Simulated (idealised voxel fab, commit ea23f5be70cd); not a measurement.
A process module follows: voxel capacitor over wiring.
Cross-sectional view cut (width: 290 nm; square cell size: 5 nm).
The cross-sections in this document take the form of a grid made of square cells. They are written out as bands, in order from top to bottom. Each band consists of one or more rows of cells.
Heads up on the band format: heights come first, top then bottom, in nm. After that it's the materials left to right, each with its width in nm. A single material flagged "full width" fills the whole band edge to edge, and "empty" means there's empty space there.
Height datum 0, below which the as-received substrate wafer is one material. Lowest band open at the bottom, running downward: "0..down".
A width given as "30 to 40" starts at the first number in the band's top row and ends at the second number in its bottom row, shifting by an equal amount at every step from row to row.
"nothing was modified" after a step means that no cell of the cross-section changed.
"Closed void catalog": sealed empty spaces, 8 cells or more, no open way to top, listed width x height at distance, with distance from the left edge and width, height and distance in nm.
On a step's line, text after the settings is the simulator commenting on that step.
overlay nm: mask right of planned place by this much (step with mask). Neg. = left.
These are the steps we planned for the process:
1: RECEIVE,material Si
2: CONFORMAL_DEP,material SiO2,thk nm 10
3: DIRECTIONAL_DEP,material TiN,thk nm 5
4: DIRECTIONAL_DEP,material W,thk nm 25
5: MASKED_ETCH,tone cover,mask id METAL_1,width nm 20,pitch nm 90,etch materials W,depth nm 25,overlay nm 0
6: MASKED_ETCH,tone cover,mask id METAL_1,width nm 20,pitch nm 90,etch materials TiN,depth nm 5,overlay nm 0
7: FILL_DEP,material SiO2,thk nm 10
8: CMP,height nm 40
9: CONFORMAL_DEP,material SiCN,thk nm 5
10: DIRECTIONAL_DEP,material SiO2,thk nm 20
11: MASKED_ETCH,tone open,mask id PLUG_1,width nm 15,etch materials SiO2,depth nm 20,overlay nm 0
12: MASKED_ETCH,tone open,mask id PLUG_1,width nm 15,etch materials SiCN,depth nm 5,overlay nm 0
13: EPI,material Ru,thk nm 10
14: EPI,material Ru,thk nm 10
15: EPI,material Ru,thk nm 5
16: DIRECTIONAL_DEP,material TiN,thk nm 10
17: DIRECTIONAL_DEP,material HfO2,thk nm 5
18: DIRECTIONAL_DEP,material TiN,thk nm 5
19: MASKED_ETCH,tone cover,mask id UPPER_PLATE,width nm 75,etch materials TiN,depth nm 5,overlay nm 0
20: MASKED_ETCH,tone cover,mask id UPPER_PLATE,width nm 75,etch materials HfO2,depth nm 5,overlay nm 0
21: DIRECTIONAL_DEP,material aC,thk nm 15
22: PATTERN,tone cover,mask id LOWER_PLATE,material resist,width nm 85,thk nm 30,overlay nm 0
23: DIRECTIONAL_ETCH,etch materials aC,depth nm 15
24: STRIP,etch materials resist
25: DIRECTIONAL_ETCH,etch materials TiN,depth nm 10
26: STRIP,etch materials aC
27: FILL_DEP,material SiO2,thk nm 15
28: CMP,height nm 95
29: DIRECTIONAL_DEP,material aC,thk nm 15
30: PATTERN,tone open,mask id PLUG_2,material resist,width nm 15,thk nm 30,overlay nm 0
31: DIRECTIONAL_ETCH,etch materials aC,depth nm 15
32: STRIP,etch materials resist
33: DIRECTIONAL_ETCH,etch materials SiO2,depth nm 10
34: STRIP,etch materials aC
35: CONFORMAL_DEP,material TiN,thk nm 5
36: FILL_DEP,material W,thk nm 5
37: CMP,height nm 95
38: CONFORMAL_DEP,material SiCN,thk nm 5
The first wafer of two, processed as planned:
Cross-section of the wafer at receipt, which is the condition after step 1:
    0..down = Si full width
    Closed void catalog: none
Take a look at the wafer's cross-section after step 2:
    10..0 = SiO2 full width
    Heights below 0 show no change.
Take a look at the wafer's cross-section after step 3:
    15..10 = TiN full width
    Heights below 10 show no change.
Take a look at the wafer's cross-section after step 4:
    40..15 = W full width
    Heights below 15 show no change.
Take a look at the wafer's cross-section after step 5:
    40..15 = empty (90); W (20); empty (70); W (20); empty (90)
    Heights below 15 show no change.
Take a look at the wafer's cross-section after step 6:
    40..15 = empty (90); W (20); empty (70); W (20); empty (90)
    15..10 = empty (90); TiN (20); empty (70); TiN (20); empty (90)
    Heights below 10 show no change.
Take a look at the wafer's cross-section after step 7:
    50..40 = SiO2 full width
    40..15 = SiO2 (90); W (20); SiO2 (70); W (20); SiO2 (90)
    15..10 = SiO2 (90); TiN (20); SiO2 (70); TiN (20); SiO2 (90)
    Heights below 10 show no change.
Take a look at the wafer's cross-section after step 8:
    40..15 = SiO2 (90); W (20); SiO2 (70); W (20); SiO2 (90)
    Heights below 15 show no change.
Take a look at the wafer's cross-section after step 9:
    45..40 = SiCN full width
    Heights below 40 show no change.
Take a look at the wafer's cross-section after step 10:
    65..45 = SiO2 full width
    Heights below 45 show no change.
Take a look at the wafer's cross-section after step 11:
    65..45 = SiO2 (95); empty (15); SiO2 (180)
    Heights below 45 show no change.
Take a look at the wafer's cross-section after step 12:
    65..45 = SiO2 (95); empty (15); SiO2 (180)
    45..40 = SiCN (95); empty (15); SiCN (180)
    Heights below 40 show no change.
Take a look at the wafer's cross-section after step 13:
    65..50 = SiO2 (95); empty (15); SiO2 (180)
    50..45 = SiO2 (95); Ru (15); SiO2 (180)
    45..40 = SiCN (95); Ru (15); SiCN (180)
    Heights below 40 show no change.
Take a look at the wafer's cross-section after step 14:
    65..60 = SiO2 (95); empty (15); SiO2 (180)
    60..45 = SiO2 (95); Ru (15); SiO2 (180)
    Heights below 45 show no change.
Take a look at the wafer's cross-section after step 15:
    65..45 = SiO2 (95); Ru (15); SiO2 (180)
    Heights below 45 show no change.
Take a look at the wafer's cross-section after step 16:
    75..65 = TiN full width
    Heights below 65 show no change.
Take a look at the wafer's cross-section after step 17:
    80..75 = HfO2 full width
    Heights below 75 show no change.
Take a look at the wafer's cross-section after step 18:
    85..80 = TiN full width
    Heights below 80 show no change.
Take a look at the wafer's cross-section after step 19:
    85..80 = empty (95); TiN (75); empty (120)
    Heights below 80 show no change.
Take a look at the wafer's cross-section after step 20:
    85..80 = empty (95); TiN (75); empty (120)
    80..75 = empty (95); HfO2 (75); empty (120)
    Heights below 75 show no change.
Take a look at the wafer's cross-section after step 21:
    100..90 = empty (95); aC (75); empty (120)
    90..85 = aC full width
    85..80 = aC (95); TiN (75); aC (120)
    80..75 = aC (95); HfO2 (75); aC (120)
    Heights below 75 show no change.
Take a look at the wafer's cross-section after step 22:
    130..100 = empty (90); resist (85); empty (115)
    100..90 = empty (90); resist (5); aC (75); resist (5); empty (115)
    Heights below 90 show no change.
Take a look at the wafer's cross-section after step 23:
    115..100 = empty (90); resist (85); empty (115)
    100..90 = empty (90); resist (5); aC (75); resist (5); empty (115)
    90..85 = empty (90); aC (85); empty (115)
    85..80 = empty (90); aC (5); TiN (75); aC (5); empty (115)
    80..75 = empty (90); aC (5); HfO2 (75); aC (5); empty (115)
    Heights below 75 show no change.
Take a look at the wafer's cross-section after step 24:
    100..90 = empty (95); aC (75); empty (120)
    Heights below 90 show no change.
Take a look at the wafer's cross-section after step 25:
    100..90 = empty (95); aC (75); empty (120)
    90..85 = empty (90); aC (85); empty (115)
    85..80 = empty (90); aC (5); TiN (75); aC (5); empty (115)
    80..75 = empty (90); aC (5); HfO2 (75); aC (5); empty (115)
    75..65 = empty (90); TiN (85); empty (115)
    Heights below 65 show no change.
Take a look at the wafer's cross-section after step 26:
    85..80 = empty (95); TiN (75); empty (120)
    80..75 = empty (95); HfO2 (75); empty (120)
    Heights below 75 show no change.
Take a look at the wafer's cross-section after step 27:
    100..85 = SiO2 full width
    85..80 = SiO2 (95); TiN (75); SiO2 (120)
    80..75 = SiO2 (95); HfO2 (75); SiO2 (120)
    75..65 = SiO2 (90); TiN (85); SiO2 (115)
    Heights below 65 show no change.
Take a look at the wafer's cross-section after step 28:
    95..85 = SiO2 full width
    Heights below 85 show no change.
Take a look at the wafer's cross-section after step 29:
    110..95 = aC full width
    Heights below 95 show no change.
Take a look at the wafer's cross-section after step 30:
    140..110 = resist (105); empty (15); resist (170)
    Heights below 110 show no change.
Take a look at the wafer's cross-section after step 31:
    125..110 = resist (105); empty (15); resist (170)
    110..95 = aC (105); empty (15); aC (170)
    Heights below 95 show no change.
Take a look at the wafer's cross-section after step 32:
    110..95 = aC (105); empty (15); aC (170)
    Heights below 95 show no change.
Take a look at the wafer's cross-section after step 33:
    110..95 = aC (105); empty (15); aC (170)
    95..85 = SiO2 (105); empty (15); SiO2 (170)
    Heights below 85 show no change.
Take a look at the wafer's cross-section after step 34:
    95..85 = SiO2 (105); empty (15); SiO2 (170)
    Heights below 85 show no change.
Take a look at the wafer's cross-section after step 35:
    100..95 = TiN (110); empty (5); TiN (175)
    95..90 = SiO2 (105); TiN (5); empty (5); TiN (5); SiO2 (170)
    90..80 = SiO2 (105 to 95); TiN (15 to 75); SiO2 (170 to 120)
    Heights below 80 show no change.
Take a look at the wafer's cross-section after step 36:
    105..100 = W full width
    100..95 = TiN (110); W (5); TiN (175)
    95..90 = SiO2 (105); TiN (5); W (5); TiN (5); SiO2 (170)
    Heights below 90 show no change.
Take a look at the wafer's cross-section after step 37:
    95..90 = SiO2 (105); TiN (5); W (5); TiN (5); SiO2 (170)
    Heights below 90 show no change.
Take a look at the wafer's cross-section after step 38:
    100..95 = SiCN full width
    Heights below 95 show no change.
For the second wafer, take the first wafer's start and plan, then add one mistake made in running it; everything through step 4, that step included, is shared with the first:
Cross-section, second wafer, at the end time the plan gives for step 5:
    40..15 = W (90); empty (20); W (70); empty (20); W (90)
    Heights below 15 show no change.
Cross-section, second wafer, at the end time the plan gives for step 6: nothing was modified
Cross-section, second wafer, at the end time the plan gives for step 7:
    50..40 = SiO2 full width
    40..15 = W (90); SiO2 (20); W (70); SiO2 (20); W (90)
    Heights below 15 show no change.
Cross-section, second wafer, at the end time the plan gives for step 8:
    40..15 = W (90); SiO2 (20); W (70); SiO2 (20); W (90)
    Heights below 15 show no change.
Cross-section, second wafer, at the end time the plan gives for step 9:
    45..40 = SiCN full width
    Heights below 40 show no change.
Cross-section, second wafer, at the end time the plan gives for step 10:
    65..45 = SiO2 full width
    Heights below 45 show no change.
Cross-section, second wafer, at the end time the plan gives for step 11:
    65..45 = SiO2 (95); empty (15); SiO2 (180)
    Heights below 45 show no change.
Cross-section, second wafer, at the end time the plan gives for step 12:
    65..45 = SiO2 (95); empty (15); SiO2 (180)
    45..40 = SiCN (95); empty (15); SiCN (180)
    Heights below 40 show no change.
Cross-section, second wafer, at the end time the plan gives for step 13: nothing was modified
Cross-section, second wafer, at the end time the plan gives for step 14: nothing was modified
Cross-section, second wafer, at the end time the plan gives for step 15: nothing was modified
Cross-section, second wafer, at the end time the plan gives for step 16:
    75..65 = TiN (95); empty (15); TiN (180)
    65..50 = SiO2 (95); empty (15); SiO2 (180)
    50..45 = SiO2 (95); TiN (15); SiO2 (180)
    45..40 = SiCN (95); TiN (15); SiCN (180)
    Heights below 40 show no change.
Cross-section, second wafer, at the end time the plan gives for step 17:
    80..75 = HfO2 (95); empty (15); HfO2 (180)
    75..65 = TiN (95); empty (15); TiN (180)
    65..55 = SiO2 (95); empty (15); SiO2 (180)
    55..50 = SiO2 (95); HfO2 (15); SiO2 (180)
    Heights below 50 show no change.
Cross-section, second wafer, at the end time the plan gives for step 18:
    85..80 = TiN (95); empty (15); TiN (180)
    80..75 = HfO2 (95); empty (15); HfO2 (180)
    75..65 = TiN (95); empty (15); TiN (180)
    65..60 = SiO2 (95); empty (15); SiO2 (180)
    60..55 = SiO2 (95); TiN (15); SiO2 (180)
    Heights below 55 show no change.
Cross-section, second wafer, at the end time the plan gives for step 19:
    85..80 = empty (110); TiN (60); empty (120)
    Heights below 80 show no change.
Cross-section, second wafer, at the end time the plan gives for step 20:
    85..80 = empty (110); TiN (60); empty (120)
    80..75 = empty (110); HfO2 (60); empty (120)
    Heights below 75 show no change.
Cross-section, second wafer, at the end time the plan gives for step 21:
    100..90 = empty (110); aC (60); empty (120)
    90..85 = aC (95); empty (15); aC (180)
    85..80 = aC (95); empty (15); TiN (60); aC (120)
    80..75 = aC (95); empty (15); HfO2 (60); aC (120)
    75..65 = TiN (95); aC (15); TiN (180)
    65..60 = SiO2 (95); aC (15); SiO2 (180)
    Heights below 60 show no change.
Cross-section, second wafer, at the end time the plan gives for step 22:
    130..100 = empty (90); resist (85); empty (115)
    100..90 = empty (90); resist (20); aC (60); resist (5); empty (115)
    90..85 = aC (95); resist (15); aC (180)
    85..80 = aC (95); resist (15); TiN (60); aC (120)
    80..75 = aC (95); resist (15); HfO2 (60); aC (120)
    Heights below 75 show no change.
Cross-section, second wafer, at the end time the plan gives for step 23:
    115..100 = empty (90); resist (85); empty (115)
    100..90 = empty (90); resist (20); aC (60); resist (5); empty (115)
    90..85 = empty (90); aC (5); resist (15); aC (65); empty (115)
    85..80 = empty (90); aC (5); resist (15); TiN (60); aC (5); empty (115)
    80..75 = empty (90); aC (5); resist (15); HfO2 (60); aC (5); empty (115)
    Heights below 75 show no change.
Cross-section, second wafer, at the end time the plan gives for step 24:
    100..90 = empty (110); aC (60); empty (120)
    90..85 = empty (90); aC (5); empty (15); aC (65); empty (115)
    85..80 = empty (90); aC (5); empty (15); TiN (60); aC (5); empty (115)
    80..75 = empty (90); aC (5); empty (15); HfO2 (60); aC (5); empty (115)
    Heights below 75 show no change.
Cross-section, second wafer, at the end time the plan gives for step 25:
    100..90 = empty (110); aC (60); empty (120)
    90..85 = empty (90); aC (5); empty (15); aC (65); empty (115)
    85..80 = empty (90); aC (5); empty (15); TiN (60); aC (5); empty (115)
    80..75 = empty (90); aC (5); empty (15); HfO2 (60); aC (5); empty (115)
    75..65 = empty (90); TiN (5); aC (15); TiN (65); empty (115)
    Heights below 65 show no change.
Cross-section, second wafer, at the end time the plan gives for step 26:
    85..80 = empty (110); TiN (60); empty (120)
    80..75 = empty (110); HfO2 (60); empty (120)
    75..65 = empty (90); TiN (5); empty (15); TiN (65); empty (115)
    65..60 = SiO2 (95); empty (15); SiO2 (180)
    Heights below 60 show no change.
Cross-section, second wafer, at the end time the plan gives for step 27:
    100..85 = SiO2 full width
    85..80 = SiO2 (110); TiN (60); SiO2 (120)
    80..75 = SiO2 (110); HfO2 (60); SiO2 (120)
    75..65 = SiO2 (90); TiN (5); SiO2 (15); TiN (65); SiO2 (115)
    65..60 = SiO2 full width
    Heights below 60 show no change.
Cross-section, second wafer, at the end time the plan gives for step 28:
    95..85 = SiO2 full width
    Heights below 85 show no change.
Cross-section, second wafer, at the end time the plan gives for step 29:
    110..95 = aC full width
    Heights below 95 show no change.
Cross-section, second wafer, at the end time the plan gives for step 30:
    140..110 = resist (105); empty (15); resist (170)
    Heights below 110 show no change.
Cross-section, second wafer, at the end time the plan gives for step 31:
    125..110 = resist (105); empty (15); resist (170)
    110..95 = aC (105); empty (15); aC (170)
    Heights below 95 show no change.
Cross-section, second wafer, at the end time the plan gives for step 32:
    110..95 = aC (105); empty (15); aC (170)
    Heights below 95 show no change.
Cross-section, second wafer, at the end time the plan gives for step 33:
    110..95 = aC (105); empty (15); aC (170)
    95..85 = SiO2 (105); empty (15); SiO2 (170)
    Heights below 85 show no change.
Cross-section, second wafer, at the end time the plan gives for step 34:
    95..85 = SiO2 (105); empty (15); SiO2 (170)
    Heights below 85 show no change.
Cross-section, second wafer, at the end time the plan gives for step 35:
    100..95 = TiN (110); empty (5); TiN (175)
    95..90 = SiO2 (105); TiN (5); empty (5); TiN (5); SiO2 (170)
    90..80 = SiO2 (105 to 110); TiN (15 to 60); SiO2 (170 to 120)
    Heights below 80 show no change.
Cross-section, second wafer, at the end time the plan gives for step 36:
    105..100 = W full width
    100..95 = TiN (110); W (5); TiN (175)
    95..90 = SiO2 (105); TiN (5); W (5); TiN (5); SiO2 (170)
    Heights below 90 show no change.
Cross-section, second wafer, at the end time the plan gives for step 37:
    95..90 = SiO2 (105); TiN (5); W (5); TiN (5); SiO2 (170)
    Heights below 90 show no change.
Cross-section, second wafer, at the end time the plan gives for step 38:
    100..95 = SiCN full width
    Heights below 95 show no change.
Heads up, the wafer didn't run the way we planned it: it should be noted that step 5 was executed with settings other than those planned, the operation and settings actually applied being MASKED_ETCH,tone open,mask id METAL_1,width nm 20,pitch nm 90,etch materials W,depth nm 25,overlay nm 0
Wrapping up, a cell-based count of both wafers puts the second over or under the first for these materials: 15 fewer of Ru; 245 fewer of SiO2; 50 more of TiN; 210 more of W
